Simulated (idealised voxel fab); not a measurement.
A process module follows: voxel transistor to metal.
Each square cell in cross-section cut measures 5 nm, and the section as a whole is 205 nm wide.
Notation: cross-section as square-cell grid; stated in bands, top first, going down; one or more cell rows per band. Band entry format. Leading values: height of top, height of bottom, nm. Remainder: materials in left-to-right order, each with its width in nm. Special words: "throughout" on a single material, which then fills the band edge to edge; "air", empty space. Basically, 0 is our baseline, since under it the wafer straight out of the box is all one material. The bottom band has no lower end and keeps on going down, so it looks like "z 0 and below". Quick explanation for "30..40": the width changes in equal steps down the rows of cells, from the first number in the band's top row to the second number in its bottom row. Step note "same as before" = no cross-section cell changed. Listed in "Enclosed cavities": every empty space of 8 or more cells without an open way to the top. Form: width x height at distance, the distance being from the left edge, all in nm. Post-settings text on a step line: simulator's own remark regarding the step. The optional step-line setting "overlay nm" applies to steps with a mask and quantifies how far to the right of its planned location the mask lay, a negative value indicating leftward placement. Heads up before you read on: it's before/after pairs around one process step each, after side only down to the lowest band that changed, step plus settings under the pair. Pairs can be from different runs of this module, same starting wafer, so only chain a pair onto the one above if its "State before step" entry says so.
STATE BEFORE STEP
  z 120 to 105 | aC 55, air 15, aC 65, air 15, aC 55
  z 105 to 80 | lowk throughout
  z 80 to 50 | SiCN throughout
  z 50 to 45 | TiN throughout
  z 45 to 35 | SiO2 55, TiN 5, W 20, TiN 5, SiO2 35, TiN 5, W 20, TiN 5, SiO2 55
  z 35 to 20 | SiO2 55, TiN 5, W 20, TiN 5, SiN 5, SiCN 25, SiN 5, TiN 5, W 20, TiN 5, SiO2 55
  z 20 to 5 | SiO2 55, TiN 5, W 20, TiN 5, SiN 5, polySi 25, SiN 5, TiN 5, W 20, TiN 5, SiO2 55
  z 5 to 0 | SiO2 45, SiN 5, SiO2 5, TiN 5, W 20, TiN 5, SiN 5, polySi 25, SiN 5, TiN 5, W 20, TiN 5, SiO2 5, SiN 5, SiO2 45
  z 0 to -5 | SiO2 45, SiN 5, SiO2 5, TiN 30, SiN 5, polySi 25, SiN 5, TiN 30, SiO2 5, SiN 5, SiO2 45
  z -5 to -10 | SiO2 50, SiGe 35, SiO2 35, SiGe 35, SiO2 50
  z -10 to -40 | SiO2 50, Si 105, SiO2 50
  z -40 and below | Si throughout
  Enclosed cavities: none
AFTER THE STEP
  z 120 to 105 | aC 55, air 15, aC 65, air 15, aC 55
  z 105 to 90 | lowk 55, air 15, lowk 65, air 15, lowk 55
  Below 90, the layers are the same as they were.
  Enclosed cavities: none
Formally, the process step situated between the two cross-sections above is op DIRECTIONAL_ETCH | etch materials lowk | depth nm 15
State before step: nothing new to draw here, it's the after view of the pair just above.
AFTER THE STEP
  z 105 to 90 | lowk 55, air 15, lowk 65, air 15, lowk 55
  Below 90, the layers are the same as they were.
  Enclosed cavities: none
Formally, the process step situated between the two cross-sections above is op STRIP | etch materials aC
State before step: nothing new to draw here, it's the after view of the pair just above.
AFTER THE STEP
  z 115 to 105 | aC 55, air 15, aC 65, air 15, aC 55
  z 105 to 100 | lowk 55, air 15, lowk 65, air 15, lowk 55
  z 100 to 90 | lowk 55, aC 15, lowk 65, aC 15, lowk 55
  Below 90, the layers are the same as they were.
  Enclosed cavities: none
Formally, the process step situated between the two cross-sections above is op DIRECTIONAL_DEP | material aC | thk nm 10
State before step: nothing new to draw here, it's the after view of the pair just above.
AFTER THE STEP
  z 145 to 115 | resist 55, air 15, resist 65, air 15, resist 55
  Below 115, the layers are the same as they were.
  Enclosed cavities: none
Formally, the process step situated between the two cross-sections above is op PATTERN | tone open | mask id METAL_2_HOLES | material resist | width nm 15 | pitch nm 80 | thk nm 30 | overlay nm 0
State before step: nothing new to draw here, it's the after view of the pair just above.
AFTER THE STEP
  z 135 to 115 | resist 55, air 15, resist 65, air 15, resist 55
  z 115 to 105 | aC 55, air 15, aC 65, air 15, aC 55
  z 105 to 90 | lowk 55, air 15, lowk 65, air 15, lowk 55
  Below 90, the layers are the same as they were.
  Enclosed cavities: none
Formally, the process step situated between the two cross-sections above is op DIRECTIONAL_ETCH | etch materials aC | depth nm 10
State before step: nothing new to draw here, it's the after view of the pair just above.
AFTER THE STEP
  z 115 to 105 | aC 55, air 15, aC 65, air 15, aC 55
  Below 105, the layers are the same as they were.
  Enclosed cavities: none
Formally, the process step situated between the two cross-sections above is op STRIP | etch materials resist
State before step: nothing new to draw here, it's the after view of the pair just above.
AFTER THE STEP
  z 115 to 105 | aC 55, air 15, aC 65, air 15, aC 55
  z 105 to 80 | lowk 55, air 15, lowk 65, air 15, lowk 55
  Below 80, the layers are the same as they were.
  Enclosed cavities: none
Formally, the process step situated between the two cross-sections above is op DIRECTIONAL_ETCH | etch materials lowk | depth nm 10
State before step: nothing new to draw here, it's the after view of the pair just above.
AFTER THE STEP
  z 115 to 105 | aC 55, air 15, aC 65, air 15, aC 55
  z 105 to 80 | lowk 55, air 15, lowk 65, air 15, lowk 55
  z 80 to 75 | SiCN 55, air 15, SiCN 65, air 15, SiCN 55
  Below 75, the layers are the same as they were.
  Enclosed cavities: none
Formally, the process step situated between the two cross-sections above is op DIRECTIONAL_ETCH | etch materials SiCN | depth nm 5
State before step: nothing new to draw here, it's the after view of the pair just above.
AFTER THE STEP
  z 105 to 80 | lowk 55, air 15, lowk 65, air 15, lowk 55
  Below 80, the layers are the same as they were.
  Enclosed cavities: none
Formally, the process step situated between the two cross-sections above is op STRIP | etch materials aC
State before step: nothing new to draw here, it's the after view of the pair just above.
AFTER THE STEP
  z 110 to 105 | TiN 60, air 5, TiN 75, air 5, TiN 60
  z 105 to 80 | lowk 55, TiN 5, air 5, TiN 5, lowk 65, TiN 5, air 5, TiN 5, lowk 55
  z 80 to 75 | SiCN 55, TiN 15, SiCN 65, TiN 15, SiCN 55
  Below 75, the layers are the same as they were.
  Enclosed cavities: none
Formally, the process step situated between the two cross-sections above is op CONFORMAL_DEP | material TiN | thk nm 5
State before step: nothing new to draw here, it's the after view of the pair just above.
AFTER THE STEP
  z 115 to 110 | Cu throughout
  z 110 to 105 | TiN 60, Cu 5, TiN 75, Cu 5, TiN 60
  z 105 to 80 | lowk 55, TiN 5, Cu 5, TiN 5, lowk 65, TiN 5, Cu 5, TiN 5, lowk 55
  Below 80, the layers are the same as they were.
  Enclosed cavities: none
Formally, the process step situated between the two cross-sections above is op FILL_DEP | material Cu | thk nm 5
State before step: nothing new to draw here, it's the after view of the pair just above.
AFTER THE STEP
  z 105 to 80 | lowk 55, TiN 5, Cu 5, TiN 5, lowk 65, TiN 5, Cu 5, TiN 5, lowk 55
  Below 80, the layers are the same as they were.
  Enclosed cavities: none
Formally, the process step situated between the two cross-sections above is op CMP | height nm 105
State before step: nothing new to draw here, it's the after view of the pair just above.
AFTER THE STEP
  z 110 to 105 | SiCN throughout
  Below 105, the layers are the same as they were.
  Enclosed cavities: none
Formally, the process step situated between the two cross-sections above is op CONFORMAL_DEP | material SiCN | thk nm 5
STATE BEFORE STEP
  z 75 to 50 | W throughout
  z 50 to 45 | TiN throughout
  z 45 to 35 | SiO2 55, TiN 5, W 20, TiN 5, SiO2 35, TiN 5, W 20, TiN 5, SiO2 55
  z 35 to 20 | SiO2 55, TiN 5, W 20, TiN 5, SiN 5, SiCN 25, SiN 5, TiN 5, W 20, TiN 5, SiO2 55
  z 20 to 5 | SiO2 55, TiN 5, W 20, TiN 5, SiN 5, polySi 25, SiN 5, TiN 5, W 20, TiN 5, SiO2 55
  z 5 to 0 | SiO2 45, SiN 5, SiO2 5, TiN 5, W 20, TiN 5, SiN 5, polySi 25, SiN 5, TiN 5, W 20, TiN 5, SiO2 5, SiN 5, SiO2 45
  z 0 to -5 | SiO2 45, SiN 5, SiO2 5, TiN 30, SiN 5, polySi 25, SiN 5, TiN 30, SiO2 5, SiN 5, SiO2 45
  z -5 to -10 | SiO2 50, SiGe 35, SiO2 35, SiGe 35, SiO2 50
  z -10 to -40 | SiO2 50, Si 105, SiO2 50
  z -40 and below | Si throughout
  Enclosed cavities: none
AFTER THE STEP
  z 75 to 50 | W 55, air 15, W 65, air 15, W 55
  Below 50, the layers are the same as they were.
  Enclosed cavities: none
Formally, the process step situated between the two cross-sections above is op MASKED_ETCH | tone open | mask id METAL_1 | width nm 15 | pitch nm 80 | etch materials W | depth nm 25 | overlay nm 0
State before step: nothing new to draw here, it's the after view of the pair just above.
AFTER THE STEP
  z 80 to 75 | lowk throughout
  z 75 to 50 | W 55, lowk 15, W 65, lowk 15, W 55
  Below 50, the layers are the same as they were.
  Enclosed cavities: none
Formally, the process step situated between the two cross-sections above is op FILL_DEP | material lowk | thk nm 5
State before step: nothing new to draw here, it's the after view of the pair just above.
AFTER THE STEP
  z 75 to 50 | W 55, lowk 15, W 65, lowk 15, W 55
  Below 50, the layers are the same as they were.
  Enclosed cavities: none
Formally, the process step situated between the two cross-sections above is op CMP | height nm 75
State before step: nothing new to draw here, it's the after view of the pair just above.
AFTER THE STEP
  z 80 to 75 | SiCN throughout
  Below 75, the layers are the same as they were.
  Enclosed cavities: none
Formally, the process step situated between the two cross-sections above is op CONFORMAL_DEP | material SiCN | thk nm 5
State before step: nothing new to draw here, it's the after view of the pair just above.
AFTER THE STEP
  z 105 to 80 | lowk throughout
  Below 80, the layers are the same as they were.
  Enclosed cavities: none
Formally, the process step situated between the two cross-sections above is op DIRECTIONAL_DEP | material lowk | thk nm 25
State before step: nothing new to draw here, it's the after view of the pair just above.
AFTER THE STEP
  z 120 to 105 | aC throughout
  Below 105, the layers are the same as they were.
  Enclosed cavities: none
Formally, the process step situated between the two cross-sections above is op DIRECTIONAL_DEP | material aC | thk nm 15
State before step: nothing new to draw here, it's the after view of the pair just above.
AFTER THE STEP
  z 150 to 120 | resist 55, air 15, resist 65, air 15, resist 55
  Below 120, the layers are the same as they were.
  Enclosed cavities: none
Formally, the process step situated between the two cross-sections above is op PATTERN | tone open | mask id METAL_2 | material resist | width nm 15 | pitch nm 80 | thk nm 30 | overlay nm 0
State before step: nothing new to draw here, it's the after view of the pair just above.
AFTER THE STEP
  z 135 to 120 | resist 55, air 15, resist 65, air 15, resist 55
  z 120 to 105 | aC 55, air 15, aC 65, air 15, aC 55
  Below 105, the layers are the same as they were.
  Enclosed cavities: none
Formally, the process step situated between the two cross-sections above is op DIRECTIONAL_ETCH | etch materials aC | depth nm 15
State before step: nothing new to draw here, it's the after view of the pair just above.
AFTER THE STEP
  z 120 to 105 | aC 55, air 15, aC 65, air 15, aC 55
  Below 105, the layers are the same as they were.
  Enclosed cavities: none
Formally, the process step situated between the two cross-sections above is op STRIP | etch materials resist
State before step: nothing new to draw here, it's the after view of the pair just above.
AFTER THE STEP
  z 120 to 105 | aC 55, air 15, aC 65, air 15, aC 55
  z 105 to 90 | lowk 55, air 15, lowk 65, air 15, lowk 55
  Below 90, the layers are the same as they were.
  Enclosed cavities: none
Formally, the process step situated between the two cross-sections above is op DIRECTIONAL_ETCH | etch materials lowk | depth nm 15
State before step: nothing new to draw here, it's the after view of the pair just above.
AFTER THE STEP
  z 105 to 90 | lowk 55, air 15, lowk 65, air 15, lowk 55
  Below 90, the layers are the same as they were.
  Enclosed cavities: none
Formally, the process step situated between the two cross-sections above is op STRIP | etch materials aC
State before step: nothing new to draw here, it's the after view of the pair just above.
AFTER THE STEP
  z 115 to 105 | aC 55, air 15, aC 65, air 15, aC 55
  z 105 to 100 | lowk 55, air 15, lowk 65, air 15, lowk 55
  z 100 to 90 | lowk 55, aC 15, lowk 65, aC 15, lowk 55
  Below 90, the layers are the same as they were.
  Enclosed cavities: none
Formally, the process step situated between the two cross-sections above is op DIRECTIONAL_DEP | material aC | thk nm 10
State before step: nothing new to draw here, it's the after view of the pair just above.
AFTER THE STEP
  z 145 to 115 | resist 55, air 15, resist 65, air 15, resist 55
  Below 115, the layers are the same as they were.
  Enclosed cavities: none
Formally, the process step situated between the two cross-sections above is op PATTERN | tone open | mask id METAL_2_HOLES | material resist | width nm 15 | pitch nm 80 | thk nm 30 | overlay nm 0
State before step: nothing new to draw here, it's the after view of the pair just above.
AFTER THE STEP
  z 135 to 115 | resist 55, air 15, resist 65, air 15, resist 55
  z 115 to 105 | aC 55, air 15, aC 65, air 15, aC 55
  z 105 to 90 | lowk 55, air 15, lowk 65, air 15, lowk 55
  Below 90, the layers are the same as they were.
  Enclosed cavities: none
Formally, the process step situated between the two cross-sections above is op DIRECTIONAL_ETCH | etch materials aC | depth nm 10
State before step: nothing new to draw here, it's the after view of the pair just above.
AFTER THE STEP
  z 115 to 105 | aC 55, air 15, aC 65, air 15, aC 55
  Below 105, the layers are the same as they were.
  Enclosed cavities: none
Formally, the process step situated between the two cross-sections above is op STRIP | etch materials resist
State before step: nothing new to draw here, it's the after view of the pair just above.
AFTER THE STEP
  z 115 to 105 | aC 55, air 15, aC 65, air 15, aC 55
  z 105 to 80 | lowk 55, air 15, lowk 65, air 15, lowk 55
  Below 80, the layers are the same as they were.
  Enclosed cavities: none
Formally, the process step situated between the two cross-sections above is op DIRECTIONAL_ETCH | etch materials lowk | depth nm 10
State before step: nothing new to draw here, it's the after view of the pair just above.
AFTER THE STEP
  z 115 to 105 | aC 55, air 15, aC 65, air 15, aC 55
  z 105 to 80 | lowk 55, air 15, lowk 65, air 15, lowk 55
  z 80 to 75 | SiCN 55, air 15, SiCN 65, air 15, SiCN 55
  Below 75, the layers are the same as they were.
  Enclosed cavities: none
Formally, the process step situated between the two cross-sections above is op DIRECTIONAL_ETCH | etch materials SiCN | depth nm 5
State before step: nothing new to draw here, it's the after view of the pair just above.
AFTER THE STEP
  z 105 to 80 | lowk 55, air 15, lowk 65, air 15, lowk 55
  Below 80, the layers are the same as they were.
  Enclosed cavities: none
Formally, the process step situated between the two cross-sections above is op STRIP | etch materials aC
State before step: nothing new to draw here, it's the after view of the pair just above.
AFTER THE STEP
  z 110 to 105 | TiN 60, air 5, TiN 75, air 5, TiN 60
  z 105 to 80 | lowk 55, TiN 5, air 5, TiN 5, lowk 65, TiN 5, air 5, TiN 5, lowk 55
  z 80 to 75 | SiCN 55, TiN 15, SiCN 65, TiN 15, SiCN 55
  Below 75, the layers are the same as they were.
  Enclosed cavities: none
Formally, the process step situated between the two cross-sections above is op CONFORMAL_DEP | material TiN | thk nm 5
State before step: nothing new to draw here, it's the after view of the pair just above.
AFTER THE STEP
  z 115 to 110 | Cu throughout
  z 110 to 105 | TiN 60, Cu 5, TiN 75, Cu 5, TiN 60
  z 105 to 80 | lowk 55, TiN 5, Cu 5, TiN 5, lowk 65, TiN 5, Cu 5, TiN 5, lowk 55
  Below 80, the layers are the same as they were.
  Enclosed cavities: none
Formally, the process step situated between the two cross-sections above is op FILL_DEP | material Cu | thk nm 5
State before step: nothing new to draw here, it's the after view of the pair just above.
AFTER THE STEP
  z 105 to 80 | lowk 55, TiN 5, Cu 5, TiN 5, lowk 65, TiN 5, Cu 5, TiN 5, lowk 55
  Below 80, the layers are the same as they were.
  Enclosed cavities: none
Formally, the process step situated between the two cross-sections above is op CMP | height nm 105
State before step: nothing new to draw here, it's the after view of the pair just above.
AFTER THE STEP
  z 110 to 105 | SiCN throughout
  Below 105, the layers are the same as they were.
  Enclosed cavities: none
Formally, the process step situated between the two cross-sections above is op CONFORMAL_DEP | material SiCN | thk nm 5
